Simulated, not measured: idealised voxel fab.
The following is a process module called voxel gate over fins.
270 nm wide, 5 nm square cells: that's cross-section cut.
The cross-sections in this document take the form of a grid made of square cells. They are written out as bands, in order from top to bottom. Each band consists of one or more rows of cells. Within each band entry, the heights of the top and of the bottom of the band appear first, in that order and in nm; the materials of the band then follow from left to right, each with its corresponding width in nm. The designation "edge to edge" on a single material indicates that it fills the band from edge to edge; the designation "air" indicates empty space. Counting heights begins at 0, where everything beneath is, in the wafer as received, one material. The lowest band has no bottom; it goes on downwards, as "z 0 and below" shows. Graded width ("30..40"): value in top row of band = first number; value in bottom row = second number; row-to-row change constant. Given "no modification" for a step, no cell of the cross-section differs between before and after that step. What "Enclosed voids" gives you is every empty space of 8 cells or more that is cut off from the top. Each appears as width x height at distance, with the distance taken from the left edge and width, height and distance all in nm. Heads up: the bit after the settings on a step's line is the simulator's remark on that step. overlay nm: right-of-plan distance of the mask on a masked step; negative values mean left-of-plan.
## Planned step list for the process
1) RECEIVE [material Si]
2) CONFORMAL_DEP [material SiN] [thk nm 5]
3) PATTERN [tone cover] [mask id FINS] [material resist] [width nm 15] [pitch nm 40] [thk nm 15] [overlay nm 0]
4) DIRECTIONAL_ETCH [etch materials SiN] [depth nm 5]
5) DIRECTIONAL_ETCH [etch materials Si] [depth nm 35]
6) STRIP [etch materials resist]
7) OXIDIZE [depth nm 5]
8) FILL_DEP [material SiO2] [thk nm 15]
9) CMP [height nm 5]
10) SELECTIVE_ETCH [etch materials SiO2] [depth nm 15]
11) STRIP [etch materials SiN]
12) CONFORMAL_DEP [material HfO2] [thk nm 5]
13) CONFORMAL_DEP [material TiN] [thk nm 5]
14) CONFORMAL_DEP [material TiAl] [thk nm 5]
15) CONFORMAL_DEP [material TiN] [thk nm 5]
16) FILL_DEP [material W] [thk nm 15]
17) CMP [height nm 30]
18) CONFORMAL_DEP [material SiN] [thk nm 10]
All wafers enter the flow in the same state. The thk nm at step 12 differs from wafer to wafer, and the plan gives the value for the first wafer.
## First of several wafers, received after step 1, in cross-section
z 0 and below: Si edge to edge
Enclosed voids: none
## Here is how to read the rows: every wafer has a row, and it shows the wafer at the end of the module, giving for each material how many cells were gained (+) or lost (-) since the wafer was received, then listing its closed voids
thk nm 5; +66 HfO2; -408 Si; +108 SiN; +306 SiO2; +66 TiAl; +128 TiN; +166 W; Enclosed voids: none
thk nm 10; +132 HfO2; -408 Si; +108 SiN; +306 SiO2; +62 TiAl; +124 TiN; +108 W; Enclosed voids: none
thk nm 15; +198 HfO2; -408 Si; +108 SiN; +306 SiO2; +58 TiAl; +120 TiN; +50 W; Enclosed voids: none
thk nm 20; +260 HfO2; -408 Si; +108 SiN; +306 SiO2; +58 TiAl; +85 TiN; +23 W; Enclosed voids: none
